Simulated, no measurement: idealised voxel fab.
Process module, titled voxel wiring stack
Displayed cross-section: cut, width of 205 nm, square cells sized 5 nm.
Cross-section, as written here: a square-cell grid given band by band from the top down, where a band holds one or more rows of cells. Each band's line starts with the height of the band's top and of its bottom, in nm. Then come its materials from left to right, each with its width in nm. One material with "edge to edge" fills the band from edge to edge. "air" is empty space. Height is counted from the level 0, under which the received wafer is composed throughout of one material. The lowest of the bands is not closed at the bottom but continues downward, in the notation "z 0 and below". Per-row width for "30 to 40": begins at first number (top row of band), ends at second number (bottom row), increment between rows held constant. When a step is marked "no modification", none of the cells in the cross-section changed during that step. Reported under the label "Fully sealed cavities" are the empty spaces having no open way to the top and comprising 8 cells or more; the notation for each is width x height at distance, in which the distance is measured from the left edge and all three values are in nm. Whatever follows a step's settings on its line is a remark the simulator itself makes about that step. "overlay nm" on a masked step: distance the mask lay right of its planned place, negative for left. Note on reading: below, each pair holds a cross-section from before one process step and one from after it; the one from after shows only down to the lowest band that changed. Beneath the pair, the step in between is stated along with its settings. The pairs can stem from different runs of this module on the same starting wafer. Where a pair's entry headed "Pre-process cross-section" says so, and only there, that pair continues from the pair above it.

Pre-process cross-section
* z 120 to 100: 60 resist  15 air  40 resist  15 air  75 resist
* z 100 to 85: 60 SiO2  15 air  40 SiO2  15 air  75 SiO2
* z 85 to 80: 60 SiCN  15 air  40 SiCN  15 air  75 SiCN
* z 80 to 65: 60 lowk  5 TiN  15 Cu  5 TiN  30 lowk  5 TiN  15 Cu  5 TiN  65 lowk
* z 65 to 60: 60 SiCN  25 TiN  30 SiCN  25 TiN  65 SiCN
* z 60 to 40: 60 SiO2  5 TiN  10 Cu  5 TiN  35 SiO2  5 TiN  10 Cu  5 TiN  70 SiO2
* z 40 to 35: 60 SiCN  20 TiN  35 SiCN  20 TiN  70 SiCN
* z 35 to 20: 55 SiO2  5 SiCN  25 W  5 SiCN  20 SiO2  5 SiCN  25 W  5 SiCN  60 SiO2
* z 20 to 15: 60 SiCN  25 TiN  30 SiCN  25 TiN  65 SiCN
* z 15 to 0: SiO2 edge to edge
* z 0 and below: Si edge to edge
* Fully sealed cavities: none

Post-Process View
* z 100 to 85: 60 SiO2  15 air  40 SiO2  15 air  75 SiO2
* Below 85, no change.
* Fully sealed cavities: none
Which process step falls between the two cross-sections above? STRIP,etch materials resist

Pre-process cross-section: starting point is the after cross-section of the pair just above.

Post-Process View
* z 100 to 90: 60 SiO2  15 air  40 SiO2  15 air  75 SiO2
* z 90 to 85: 60 SiO2  15 Ru  40 SiO2  15 Ru  75 SiO2
* z 85 to 80: 60 SiCN  15 Ru  40 SiCN  15 Ru  75 SiCN
* Below 80, no change.
* Fully sealed cavities: none
Which process step falls between the two cross-sections above? EPI,material Ru,thk nm 10

Pre-process cross-section: starting point is the after cross-section of the pair just above.

Post-Process View
* z 100 to 85: 60 SiO2  15 Ru  40 SiO2  15 Ru  75 SiO2
* Below 85, no change.
* Fully sealed cavities: none
Which process step falls between the two cross-sections above? EPI,material Ru,thk nm 10

Pre-process cross-section: starting point is the after cross-section of the pair just above.

Post-Process View
* z 105 to 100: SiCN edge to edge
* Below 100, no change.
* Fully sealed cavities: none
Which process step falls between the two cross-sections above? CONFORMAL_DEP,material SiCN,thk nm 5

Pre-process cross-section: starting point is the after cross-section of the pair just above.

Post-Process View
* z 125 to 105: SiO2 edge to edge
* Below 105, no change.
* Fully sealed cavities: none
Which process step falls between the two cross-sections above? DIRECTIONAL_DEP,material SiO2,thk nm 20

Pre-process cross-section: starting point is the after cross-section of the pair just above.

Post-Process View
* z 135 to 125: aC edge to edge
* Below 125, no change.
* Fully sealed cavities: none
Which process step falls between the two cross-sections above? DIRECTIONAL_DEP,material aC,thk nm 10

Pre-process cross-section: starting point is the after cross-section of the pair just above.

Post-Process View
* z 160 to 135: 60 resist  25 air  30 resist  25 air  65 resist
* Below 135, no change.
* Fully sealed cavities: none
Which process step falls between the two cross-sections above? PATTERN,tone open,mask id METAL_3,material resist,width nm 25,pitch nm 55,thk nm 25,overlay nm 0

Pre-process cross-section: starting point is the after cross-section of the pair just above.

Post-Process View
* z 150 to 135: 60 resist  25 air  30 resist  25 air  65 resist
* z 135 to 125: 60 aC  25 air  30 aC  25 air  65 aC
* Below 125, no change.
* Fully sealed cavities: none
Which process step falls between the two cross-sections above? DIRECTIONAL_ETCH,etch materials aC,depth nm 10

Pre-process cross-section: starting point is the after cross-section of the pair just above.

Post-Process View
* z 135 to 125: 60 aC  25 air  30 aC  25 air  65 aC
* Below 125, no change.
* Fully sealed cavities: none
Which process step falls between the two cross-sections above? STRIP,etch materials resist

Pre-process cross-section: starting point is the after cross-section of the pair just above.

Post-Process View
* z 135 to 125: 60 aC  25 air  30 aC  25 air  65 aC
* z 125 to 105: 60 SiO2  25 air  30 SiO2  25 air  65 SiO2
* Below 105, no change.
* Fully sealed cavities: none
Which process step falls between the two cross-sections above? DIRECTIONAL_ETCH,etch materials SiO2,depth nm 20

Pre-process cross-section: starting point is the after cross-section of the pair just above.

Post-Process View
* z 135 to 125: 60 aC  25 air  30 aC  25 air  65 aC
* z 125 to 105: 60 SiO2  25 air  30 SiO2  25 air  65 SiO2
* z 105 to 100: 60 SiCN  25 air  30 SiCN  25 air  65 SiCN
* Below 100, no change.
* Fully sealed cavities: none
Which process step falls between the two cross-sections above? DIRECTIONAL_ETCH,etch materials SiCN,depth nm 5

Pre-process cross-section: starting point is the after cross-section of the pair just above.

Post-Process View
* z 125 to 105: 60 SiO2  25 air  30 SiO2  25 air  65 SiO2
* Below 105, no change.
* Fully sealed cavities: none
Which process step falls between the two cross-sections above? STRIP,etch materials aC

Pre-process cross-section: starting point is the after cross-section of the pair just above.

Post-Process View
* z 130 to 125: 65 TiN  15 air  40 TiN  15 air  70 TiN
* z 125 to 105: 60 SiO2  5 TiN  15 air  5 TiN  30 SiO2  5 TiN  15 air  5 TiN  65 SiO2
* z 105 to 100: 60 SiCN  25 TiN  30 SiCN  25 TiN  65 SiCN
* Below 100, no change.
* Fully sealed cavities: none
Which process step falls between the two cross-sections above? CONFORMAL_DEP,material TiN,thk nm 5

Pre-process cross-section: starting point is the after cross-section of the pair just above.

Post-Process View
* z 140 to 130: Ru edge to edge
* z 130 to 125: 65 TiN  15 Ru  40 TiN  15 Ru  70 TiN
* z 125 to 105: 60 SiO2  5 TiN  15 Ru  5 TiN  30 SiO2  5 TiN  15 Ru  5 TiN  65 SiO2
* Below 105, no change.
* Fully sealed cavities: none
Which process step falls between the two cross-sections above? FILL_DEP,material Ru,thk nm 10

Pre-process cross-section: starting point is the after cross-section of the pair just above.

Post-Process View
* z 125 to 105: 60 SiO2  5 TiN  15 Ru  5 TiN  30 SiO2  5 TiN  15 Ru  5 TiN  65 SiO2
* Below 105, no change.
* Fully sealed cavities: none
Which process step falls between the two cross-sections above? CMP,height nm 125

Pre-process cross-section: starting point is the after cross-section of the pair just above.

Post-Process View
* z 130 to 125: SiN edge to edge
* Below 125, no change.
* Fully sealed cavities: none
Which process step falls between the two cross-sections above? CONFORMAL_DEP,material SiN,thk nm 5

Pre-process cross-section
* z 90 to 80: aC edge to edge
* z 80 to 65: lowk edge to edge
* z 65 to 60: SiCN edge to edge
* z 60 to 40: 60 SiO2  5 TiN  5 Cu  5 TiN  40 SiO2  5 TiN  5 Cu  5 TiN  75 SiO2
* z 40 to 35: 60 SiCN  15 TiN  40 SiCN  15 TiN  75 SiCN
* z 35 to 20: 55 SiO2  5 SiCN  25 W  5 SiCN  20 SiO2  5 SiCN  25 W  5 SiCN  60 SiO2
* z 20 to 15: 60 SiCN  25 TiN  30 SiCN  25 TiN  65 SiCN
* z 15 to 0: SiO2 edge to edge
* z 0 and below: Si edge to edge
* Fully sealed cavities: none

Post-Process View
* z 115 to 90: 70 resist  25 air  30 resist  25 air  55 resist
* Below 90, no change.
* Fully sealed cavities: none
Which process step falls between the two cross-sections above? PATTERN,tone open,mask id METAL_2,material resist,width nm 25,pitch nm 55,thk nm 25,overlay nm 10

Pre-process cross-section: starting point is the after cross-section of the pair just above.

Post-Process View
* z 105 to 90: 70 resist  25 air  30 resist  25 air  55 resist
* z 90 to 80: 70 aC  25 air  30 aC  25 air  55 aC
* Below 80, no change.
* Fully sealed cavities: none
Which process step falls between the two cross-sections above? DIRECTIONAL_ETCH,etch materials aC,depth nm 10

Pre-process cross-section: starting point is the after cross-section of the pair just above.

Post-Process View
* z 90 to 80: 70 aC  25 air  30 aC  25 air  55 aC
* Below 80, no change.
* Fully sealed cavities: none
Which process step falls between the two cross-sections above? STRIP,etch materials resist

Pre-process cross-section: starting point is the after cross-section of the pair just above.

Post-Process View
* z 90 to 80: 70 aC  25 air  30 aC  25 air  55 aC
* z 80 to 65: 70 lowk  25 air  30 lowk  25 air  55 lowk
* Below 65, no change.
* Fully sealed cavities: none
Which process step falls between the two cross-sections above? DIRECTIONAL_ETCH,etch materials lowk,depth nm 15

Pre-process cross-section: starting point is the after cross-section of the pair just above.

Post-Process View
* z 90 to 80: 70 aC  25 air  30 aC  25 air  55 aC
* z 80 to 65: 70 lowk  25 air  30 lowk  25 air  55 lowk
* z 65 to 60: 70 SiCN  25 air  30 SiCN  25 air  55 SiCN
* Below 60, no change.
* Fully sealed cavities: none
Which process step falls between the two cross-sections above? DIRECTIONAL_ETCH,etch materials SiCN,depth nm 5

Pre-process cross-section: starting point is the after cross-section of the pair just above.

Post-Process View
* z 80 to 65: 70 lowk  25 air  30 lowk  25 air  55 lowk
* Below 65, no change.
* Fully sealed cavities: none
Which process step falls between the two cross-sections above? STRIP,etch materials aC

Pre-process cross-section: starting point is the after cross-section of the pair just above.

Post-Process View
* z 85 to 80: 75 TiN  15 air  40 TiN  15 air  60 TiN
* z 80 to 65: 70 lowk  5 TiN  15 air  5 TiN  30 lowk  5 TiN  15 air  5 TiN  55 lowk
* z 65 to 60: 70 SiCN  25 TiN  30 SiCN  25 TiN  55 SiCN
* Below 60, no change.
* Fully sealed cavities: none
Which process step falls between the two cross-sections above? CONFORMAL_DEP,material TiN,thk nm 5

Pre-process cross-section: starting point is the after cross-section of the pair just above.

Post-Process View
* z 95 to 85: Cu edge to edge
* z 85 to 80: 75 TiN  15 Cu  40 TiN  15 Cu  60 TiN
* z 80 to 65: 70 lowk  5 TiN  15 Cu  5 TiN  30 lowk  5 TiN  15 Cu  5 TiN  55 lowk
* Below 65, no change.
* Fully sealed cavities: none
Which process step falls between the two cross-sections above? FILL_DEP,material Cu,thk nm 10

Pre-process cross-section: starting point is the after cross-section of the pair just above.

Post-Process View
* z 80 to 65: 70 lowk  5 TiN  15 Cu  5 TiN  30 lowk  5 TiN  15 Cu  5 TiN  55 lowk
* Below 65, no change.
* Fully sealed cavities: none
Which process step falls between the two cross-sections above? CMP,height nm 80

Pre-process cross-section: starting point is the after cross-section of the pair just above.

Post-Process View
* z 85 to 80: SiCN edge to edge
* Below 80, no change.
* Fully sealed cavities: none
Which process step falls between the two cross-sections above? CONFORMAL_DEP,material SiCN,thk nm 5

Pre-process cross-section: starting point is the after cross-section of the pair just above.

Post-Process View
* z 100 to 85: SiO2 edge to edge
* Below 85, no change.
* Fully sealed cavities: none
Which process step falls between the two cross-sections above? DIRECTIONAL_DEP,material SiO2,thk nm 15

Pre-process cross-section: starting point is the after cross-section of the pair just above.

Post-Process View
* z 120 to 100: 60 resist  15 air  40 resist  15 air  75 resist
* Below 100, no change.
* Fully sealed cavities: none
Which process step falls between the two cross-sections above? PATTERN,tone open,mask id PLUG_2,material resist,width nm 15,pitch nm 55,thk nm 20,overlay nm 0

Pre-process cross-section: starting point is the after cross-section of the pair just above.

Post-Process View
* z 120 to 100: 60 resist  15 air  40 resist  15 air  75 resist
* z 100 to 85: 60 SiO2  15 air  40 SiO2  15 air  75 SiO2
* Below 85, no change.
* Fully sealed cavities: none
Which process step falls between the two cross-sections above? DIRECTIONAL_ETCH,etch materials SiO2,depth nm 15

Pre-process cross-section: starting point is the after cross-section of the pair just above.

Post-Process View
* z 120 to 100: 60 resist  15 air  40 resist  15 air  75 resist
* z 100 to 85: 60 SiO2  15 air  40 SiO2  15 air  75 SiO2
* z 85 to 80: 60 SiCN  15 air  40 SiCN  15 air  75 SiCN
* Below 80, no change.
* Fully sealed cavities: none
Which process step falls between the two cross-sections above? DIRECTIONAL_ETCH,etch materials SiCN,depth nm 5

Pre-process cross-section: starting point is the after cross-section of the pair just above.

Post-Process View
* z 100 to 85: 60 SiO2  15 air  40 SiO2  15 air  75 SiO2
* Below 85, no change.
* Fully sealed cavities: none
Which process step falls between the two cross-sections above? STRIP,etch materials resist

Pre-process cross-section: starting point is the after cross-section of the pair just above.

Post-Process View
* z 100 to 90: 60 SiO2  15 air  40 SiO2  15 air  75 SiO2
* z 90 to 85: 60 SiO2  15 Ru  40 SiO2  15 Ru  75 SiO2
* z 85 to 80: 60 SiCN  15 Ru  40 SiCN  15 Ru  75 SiCN
* Below 80, no change.
* Fully sealed cavities: none
Which process step falls between the two cross-sections above? EPI,material Ru,thk nm 10

Pre-process cross-section: starting point is the after cross-section of the pair just above.

Post-Process View
* z 100 to 85: 60 SiO2  15 Ru  40 SiO2  15 Ru  75 SiO2
* Below 85, no change.
* Fully sealed cavities: none
Which process step falls between the two cross-sections above? EPI,material Ru,thk nm 10

Pre-process cross-section: starting point is the after cross-section of the pair just above.

Post-Process View
* z 105 to 100: SiCN edge to edge
* Below 100, no change.
* Fully sealed cavities: none
Which process step falls between the two cross-sections above? CONFORMAL_DEP,material SiCN,thk nm 5

Pre-process cross-section: starting point is the after cross-section of the pair just above.

Post-Process View
* z 125 to 105: SiO2 edge to edge
* Below 105, no change.
* Fully sealed cavities: none
Which process step falls between the two cross-sections above? DIRECTIONAL_DEP,material SiO2,thk nm 20

Pre-process cross-section: starting point is the after cross-section of the pair just above.

Post-Process View
* z 135 to 125: aC edge to edge
* Below 125, no change.
* Fully sealed cavities: none
Which process step falls between the two cross-sections above? DIRECTIONAL_DEP,material aC,thk nm 10

Pre-process cross-section: starting point is the after cross-section of the pair just above.

Post-Process View
* z 160 to 135: 60 resist  25 air  30 resist  25 air  65 resist
* Below 135, no change.
* Fully sealed cavities: none
Which process step falls between the two cross-sections above? PATTERN,tone open,mask id METAL_3,material resist,width nm 25,pitch nm 55,thk nm 25,overlay nm 0

Pre-process cross-section: starting point is the after cross-section of the pair just above.

Post-Process View
* z 150 to 135: 60 resist  25 air  30 resist  25 air  65 resist
* z 135 to 125: 60 aC  25 air  30 aC  25 air  65 aC
* Below 125, no change.
* Fully sealed cavities: none
Which process step falls between the two cross-sections above? DIRECTIONAL_ETCH,etch materials aC,depth nm 10

Pre-process cross-section: starting point is the after cross-section of the pair just above.

Post-Process View
* z 135 to 125: 60 aC  25 air  30 aC  25 air  65 aC
* Below 125, no change.
* Fully sealed cavities: none
Which process step falls between the two cross-sections above? STRIP,etch materials resist

Pre-process cross-section: starting point is the after cross-section of the pair just above.

Post-Process View
* z 135 to 125: 60 aC  25 air  30 aC  25 air  65 aC
* z 125 to 105: 60 SiO2  25 air  30 SiO2  25 air  65 SiO2
* Below 105, no change.
* Fully sealed cavities: none
Which process step falls between the two cross-sections above? DIRECTIONAL_ETCH,etch materials SiO2,depth nm 20

Pre-process cross-section: starting point is the after cross-section of the pair just above.

Post-Process View
* z 135 to 125: 60 aC  25 air  30 aC  25 air  65 aC
* z 125 to 105: 60 SiO2  25 air  30 SiO2  25 air  65 SiO2
* z 105 to 100: 60 SiCN  25 air  30 SiCN  25 air  65 SiCN
* Below 100, no change.
* Fully sealed cavities: none
Which process step falls between the two cross-sections above? DIRECTIONAL_ETCH,etch materials SiCN,depth nm 5

Pre-process cross-section: starting point is the after cross-section of the pair just above.

Post-Process View
* z 125 to 105: 60 SiO2  25 air  30 SiO2  25 air  65 SiO2
* Below 105, no change.
* Fully sealed cavities: none
Which process step falls between the two cross-sections above? STRIP,etch materials aC

Pre-process cross-section: starting point is the after cross-section of the pair just above.

Post-Process View
* z 130 to 125: 65 TiN  15 air  40 TiN  15 air  70 TiN
* z 125 to 105: 60 SiO2  5 TiN  15 air  5 TiN  30 SiO2  5 TiN  15 air  5 TiN  65 SiO2
* z 105 to 100: 60 SiCN  25 TiN  30 SiCN  25 TiN  65 SiCN
* Below 100, no change.
* Fully sealed cavities: none
Which process step falls between the two cross-sections above? CONFORMAL_DEP,material TiN,thk nm 5

Pre-process cross-section: starting point is the after cross-section of the pair just above.

Post-Process View
* z 140 to 130: Ru edge to edge
* z 130 to 125: 65 TiN  15 Ru  40 TiN  15 Ru  70 TiN
* z 125 to 105: 60 SiO2  5 TiN  15 Ru  5 TiN  30 SiO2  5 TiN  15 Ru  5 TiN  65 SiO2
* Below 105, no change.
* Fully sealed cavities: none
Which process step falls between the two cross-sections above? FILL_DEP,material Ru,thk nm 10

Pre-process cross-section: starting point is the after cross-section of the pair just above.

Post-Process View
* z 125 to 105: 60 SiO2  5 TiN  15 Ru  5 TiN  30 SiO2  5 TiN  15 Ru  5 TiN  65 SiO2
* Below 105, no change.
* Fully sealed cavities: none
Which process step falls between the two cross-sections above? CMP,height nm 125

Pre-process cross-section: starting point is the after cross-section of the pair just above.

Post-Process View
* z 130 to 125: SiN edge to edge
* Below 125, no change.
* Fully sealed cavities: none
Which process step falls between the two cross-sections above? CONFORMAL_DEP,material SiN,thk nm 5

Pre-process cross-section
* z 100 to 85: 60 SiO2  15 Ru  40 SiO2  15 Ru  75 SiO2
* z 85 to 80: 60 SiCN  15 Ru  40 SiCN  15 Ru  75 SiCN
* z 80 to 65: 60 lowk  5 TiN  15 Cu  5 TiN  30 lowk  5 TiN  15 Cu  5 TiN  65 lowk
* z 65 to 60: 60 SiCN  25 TiN  30 SiCN  25 TiN  65 SiCN
* z 60 to 40: 60 SiO2  5 TiN  5 Cu  5 TiN  40 SiO2  5 TiN  5 Cu  5 TiN  75 SiO2
* z 40 to 35: 60 SiCN  15 TiN  40 SiCN  15 TiN  75 SiCN
* z 35 to 20: 55 SiO2  5 SiCN  25 W  5 SiCN  20 SiO2  5 SiCN  25 W  5 SiCN  60 SiO2
* z 20 to 15: 60 SiCN  25 TiN  30 SiCN  25 TiN  65 SiCN
* z 15 to 0: SiO2 edge to edge
* z 0 and below: Si edge to edge
* Fully sealed cavities: none

Post-Process View
* z 105 to 100: Ru edge to edge
* Below 100, no change.
* Fully sealed cavities: none
Which process step falls between the two cross-sections above? CONFORMAL_DEP,material Ru,thk nm 5

Pre-process cross-section: starting point is the after cross-section of the pair just above.

Post-Process View
* z 125 to 105: SiO2 edge to edge
* Below 105, no change.
* Fully sealed cavities: none
Which process step falls between the two cross-sections above? DIRECTIONAL_DEP,material SiO2,thk nm 20

Pre-process cross-section: starting point is the after cross-section of the pair just above.

Post-Process View
* z 135 to 125: aC edge to edge
* Below 125, no change.
* Fully sealed cavities: none
Which process step falls between the two cross-sections above? DIRECTIONAL_DEP,material aC,thk nm 10

Pre-process cross-section: starting point is the after cross-section of the pair just above.

Post-Process View
* z 160 to 135: 60 resist  25 air  30 resist  25 air  65 resist
* Below 135, no change.
* Fully sealed cavities: none
Which process step falls between the two cross-sections above? PATTERN,tone open,mask id METAL_3,material resist,width nm 25,pitch nm 55,thk nm 25,overlay nm 0

Pre-process cross-section: starting point is the after cross-section of the pair just above.

Post-Process View
* z 150 to 135: 60 resist  25 air  30 resist  25 air  65 resist
* z 135 to 125: 60 aC  25 air  30 aC  25 air  65 aC
* Below 125, no change.
* Fully sealed cavities: none
Which process step falls between the two cross-sections above? DIRECTIONAL_ETCH,etch materials aC,depth nm 10

Pre-process cross-section: starting point is the after cross-section of the pair just above.

Post-Process View
* z 135 to 125: 60 aC  25 air  30 aC  25 air  65 aC
* Below 125, no change.
* Fully sealed cavities: none
Which process step falls between the two cross-sections above? STRIP,etch materials resist

Pre-process cross-section: starting point is the after cross-section of the pair just above.

Post-Process View
* z 135 to 125: 60 aC  25 air  30 aC  25 air  65 aC
* z 125 to 105: 60 SiO2  25 air  30 SiO2  25 air  65 SiO2
* Below 105, no change.
* Fully sealed cavities: none
Which process step falls between the two cross-sections above? DIRECTIONAL_ETCH,etch materials SiO2,depth nm 20

Pre-process cross-section: starting point is the after cross-section of the pair just above.

Post-Process View
* z 125 to 105: 60 SiO2  25 air  30 SiO2  25 air  65 SiO2
* Below 105, no change.
* Fully sealed cavities: none
Which process step falls between the two cross-sections above? STRIP,etch materials aC

Pre-process cross-section: starting point is the after cross-section of the pair just above.

Post-Process View
* z 130 to 125: 65 TiN  15 air  40 TiN  15 air  70 TiN
* z 125 to 110: 60 SiO2  5 TiN  15 air  5 TiN  30 SiO2  5 TiN  15 air  5 TiN  65 SiO2
* z 110 to 105: 60 SiO2  25 TiN  30 SiO2  25 TiN  65 SiO2
* Below 105, no change.
* Fully sealed cavities: none
Which process step falls between the two cross-sections above? CONFORMAL_DEP,material TiN,thk nm 5

Pre-process cross-section: starting point is the after cross-section of the pair just above.

Post-Process View
* z 140 to 130: Ru edge to edge
* z 130 to 125: 65 TiN  15 Ru  40 TiN  15 Ru  70 TiN
* z 125 to 110: 60 SiO2  5 TiN  15 Ru  5 TiN  30 SiO2  5 TiN  15 Ru  5 TiN  65 SiO2
* Below 110, no change.
* Fully sealed cavities: none
Which process step falls between the two cross-sections above? FILL_DEP,material Ru,thk nm 10

Pre-process cross-section: starting point is the after cross-section of the pair just above.

Post-Process View
* z 125 to 110: 60 SiO2  5 TiN  15 Ru  5 TiN  30 SiO2  5 TiN  15 Ru  5 TiN  65 SiO2
* Below 110, no change.
* Fully sealed cavities: none
Which process step falls between the two cross-sections above? CMP,height nm 125

Pre-process cross-section: starting point is the after cross-section of the pair just above.

Post-Process View
* z 130 to 125: SiN edge to edge
* Below 125, no change.
* Fully sealed cavities: none
Which process step falls between the two cross-sections above? CONFORMAL_DEP,material SiN,thk nm 5

Pre-process cross-section
* z 60 to 40: SiO2 edge to edge
* z 40 to 35: SiCN edge to edge
* z 35 to 20: 55 SiO2  5 SiCN  25 W  5 SiCN  20 SiO2  5 SiCN  25 W  5 SiCN  60 SiO2
* z 20 to 15: 60 SiCN  25 TiN  30 SiCN  25 TiN  65 SiCN
* z 15 to 0: SiO2 edge to edge
* z 0 and below: Si edge to edge
* Fully sealed cavities: none

Post-Process View
* z 75 to 60: 60 air  15 resist  40 air  15 resist  75 air
* Below 60, no change.
* Fully sealed cavities: none
Which process step falls between the two cross-sections above? PATTERN,tone cover,mask id PLUG_1,material resist,width nm 15,pitch nm 55,thk nm 15,overlay nm 0

Pre-process cross-section: starting point is the after cross-section of the pair just above.

Post-Process View
* z 75 to 60: 60 air  15 resist  40 air  15 resist  75 air
* z 60 to 40: 60 air  15 SiO2  40 air  15 SiO2  75 air
* Below 40, no change.
* Fully sealed cavities: none
Which process step falls between the two cross-sections above? DIRECTIONAL_ETCH,etch materials SiO2,depth nm 20

Pre-process cross-section: starting point is the after cross-section of the pair just above.

Post-Process View
* z 75 to 60: 60 air  15 resist  40 air  15 resist  75 air
* z 60 to 40: 60 air  15 SiO2  40 air  15 SiO2  75 air
* z 40 to 35: 60 air  15 SiCN  40 air  15 SiCN  75 air
* Below 35, no change.
* Fully sealed cavities: none
Which process step falls between the two cross-sections above? DIRECTIONAL_ETCH,etch materials SiCN,depth nm 5

Pre-process cross-section: starting point is the after cross-section of the pair just above.

Post-Process View
* z 60 to 40: 60 air  15 SiO2  40 air  15 SiO2  75 air
* Below 40, no change.
* Fully sealed cavities: none
Which process step falls between the two cross-sections above? STRIP,etch materials resist

Pre-process cross-section: starting point is the after cross-section of the pair just above.

Post-Process View
* z 65 to 60: 55 air  25 TiN  30 air  25 TiN  70 air
* z 60 to 40: 55 air  5 TiN  15 SiO2  5 TiN  30 air  5 TiN  15 SiO2  5 TiN  70 air
* z 40 to 35: 60 TiN  15 SiCN  40 TiN  15 SiCN  75 TiN
* Below 35, no change.
* Fully sealed cavities: none
Which process step falls between the two cross-sections above? CONFORMAL_DEP,material TiN,thk nm 5

Pre-process cross-section: starting point is the after cross-section of the pair just above.

Post-Process View
* z 70 to 65: Cu edge to edge
* z 65 to 60: 55 Cu  25 TiN  30 Cu  25 TiN  70 Cu
* z 60 to 40: 55 Cu  5 TiN  15 SiO2  5 TiN  30 Cu  5 TiN  15 SiO2  5 TiN  70 Cu
* Below 40, no change.
* Fully sealed cavities: none
Which process step falls between the two cross-sections above? FILL_DEP,material Cu,thk nm 5

Pre-process cross-section: starting point is the after cross-section of the pair just above.

Post-Process View
* z 60 to 40: 55 Cu  5 TiN  15 SiO2  5 TiN  30 Cu  5 TiN  15 SiO2  5 TiN  70 Cu
* Below 40, no change.
* Fully sealed cavities: none
Which process step falls between the two cross-sections above? CMP,height nm 60

Pre-process cross-section: starting point is the after cross-section of the pair just above.

Post-Process View
* z 65 to 60: SiCN edge to edge
* Below 60, no change.
* Fully sealed cavities: none
Which process step falls between the two cross-sections above? CONFORMAL_DEP,material SiCN,thk nm 5

Pre-process cross-section: starting point is the after cross-section of the pair just above.

Post-Process View
* z 80 to 65: lowk edge to edge
* Below 65, no change.
* Fully sealed cavities: none
Which process step falls between the two cross-sections above? DIRECTIONAL_DEP,material lowk,thk nm 15

Pre-process cross-section: starting point is the after cross-section of the pair just above.

Post-Process View
* z 90 to 80: aC edge to edge
* Below 80, no change.
* Fully sealed cavities: none
Which process step falls between the two cross-sections above? DIRECTIONAL_DEP,material aC,thk nm 10

Pre-process cross-section: starting point is the after cross-section of the pair just above.

Post-Process View
* z 115 to 90: 60 resist  25 air  30 resist  25 air  65 resist
* Below 90, no change.
* Fully sealed cavities: none
Which process step falls between the two cross-sections above? PATTERN,tone open,mask id METAL_2,material resist,width nm 25,pitch nm 55,thk nm 25,overlay nm 0

Pre-process cross-section: starting point is the after cross-section of the pair just above.

Post-Process View
* z 105 to 90: 60 resist  25 air  30 resist  25 air  65 resist
* z 90 to 80: 60 aC  25 air  30 aC  25 air  65 aC
* Below 80, no change.
* Fully sealed cavities: none
Which process step falls between the two cross-sections above? DIRECTIONAL_ETCH,etch materials aC,depth nm 10

Pre-process cross-section: starting point is the after cross-section of the pair just above.

Post-Process View
* z 90 to 80: 60 aC  25 air  30 aC  25 air  65 aC
* Below 80, no change.
* Fully sealed cavities: none
Which process step falls between the two cross-sections above? STRIP,etch materials resist

Pre-process cross-section: starting point is the after cross-section of the pair just above.

Post-Process View
* z 90 to 80: 60 aC  25 air  30 aC  25 air  65 aC
* z 80 to 65: 60 lowk  25 air  30 lowk  25 air  65 lowk
* Below 65, no change.
* Fully sealed cavities: none
Which process step falls between the two cross-sections above? DIRECTIONAL_ETCH,etch materials lowk,depth nm 15

Pre-process cross-section: starting point is the after cross-section of the pair just above.

Post-Process View
* z 90 to 80: 60 aC  25 air  30 aC  25 air  65 aC
* z 80 to 65: 60 lowk  25 air  30 lowk  25 air  65 lowk
* z 65 to 60: 60 SiCN  25 air  30 SiCN  25 air  65 SiCN
* Below 60, no change.
* Fully sealed cavities: none
Which process step falls between the two cross-sections above? DIRECTIONAL_ETCH,etch materials SiCN,depth nm 5

Pre-process cross-section: starting point is the after cross-section of the pair just above.

Post-Process View
* z 80 to 65: 60 lowk  25 air  30 lowk  25 air  65 lowk
* Below 65, no change.
* Fully sealed cavities: none
Which process step falls between the two cross-sections above? STRIP,etch materials aC

Pre-process cross-section: starting point is the after cross-section of the pair just above.

Post-Process View
* z 85 to 80: 65 TiN  15 air  40 TiN  15 air  70 TiN
* z 80 to 65: 60 lowk  5 TiN  15 air  5 TiN  30 lowk  5 TiN  15 air  5 TiN  65 lowk
* z 65 to 60: 60 SiCN  25 TiN  30 SiCN  25 TiN  65 SiCN
* Below 60, no change.
* Fully sealed cavities: none
Which process step falls between the two cross-sections above? CONFORMAL_DEP,material TiN,thk nm 5

Pre-process cross-section: starting point is the after cross-section of the pair just above.

Post-Process View
* z 95 to 85: Cu edge to edge
* z 85 to 80: 65 TiN  15 Cu  40 TiN  15 Cu  70 TiN
* z 80 to 65: 60 lowk  5 TiN  15 Cu  5 TiN  30 lowk  5 TiN  15 Cu  5 TiN  65 lowk
* Below 65, no change.
* Fully sealed cavities: none
Which process step falls between the two cross-sections above? FILL_DEP,material Cu,thk nm 10

Pre-process cross-section: starting point is the after cross-section of the pair just above.

Post-Process View
* z 80 to 65: 60 lowk  5 TiN  15 Cu  5 TiN  30 lowk  5 TiN  15 Cu  5 TiN  65 lowk
* Below 65, no change.
* Fully sealed cavities: none
Which process step falls between the two cross-sections above? CMP,height nm 80

Pre-process cross-section: starting point is the after cross-section of the pair just above.

Post-Process View
* z 85 to 80: SiCN edge to edge
* Below 80, no change.
* Fully sealed cavities: none
Which process step falls between the two cross-sections above? CONFORMAL_DEP,material SiCN,thk nm 5

Pre-process cross-section: starting point is the after cross-section of the pair just above.

Post-Process View
* z 100 to 85: SiO2 edge to edge
* Below 85, no change.
* Fully sealed cavities: none
Which process step falls between the two cross-sections above? DIRECTIONAL_DEP,material SiO2,thk nm 15

Pre-process cross-section: starting point is the after cross-section of the pair just above.

Post-Process View
* z 120 to 100: 60 resist  15 air  40 resist  15 air  75 resist
* Below 100, no change.
* Fully sealed cavities: none
Which process step falls between the two cross-sections above? PATTERN,tone open,mask id PLUG_2,material resist,width nm 15,pitch nm 55,thk nm 20,overlay nm 0

Pre-process cross-section: starting point is the after cross-section of the pair just above.

Post-Process View
* z 120 to 100: 60 resist  15 air  40 resist  15 air  75 resist
* z 100 to 85: 60 SiO2  15 air  40 SiO2  15 air  75 SiO2
* Below 85, no change.
* Fully sealed cavities: none
Which process step falls between the two cross-sections above? DIRECTIONAL_ETCH,etch materials SiO2,depth nm 15

Pre-process cross-section: starting point is the after cross-section of the pair just above.

Post-Process View
* z 120 to 100: 60 resist  15 air  40 resist  15 air  75 resist
* z 100 to 85: 60 SiO2  15 air  40 SiO2  15 air  75 SiO2
* z 85 to 80: 60 SiCN  15 air  40 SiCN  15 air  75 SiCN
* Below 80, no change.
* Fully sealed cavities: none
Which process step falls between the two cross-sections above? DIRECTIONAL_ETCH,etch materials SiCN,depth nm 5
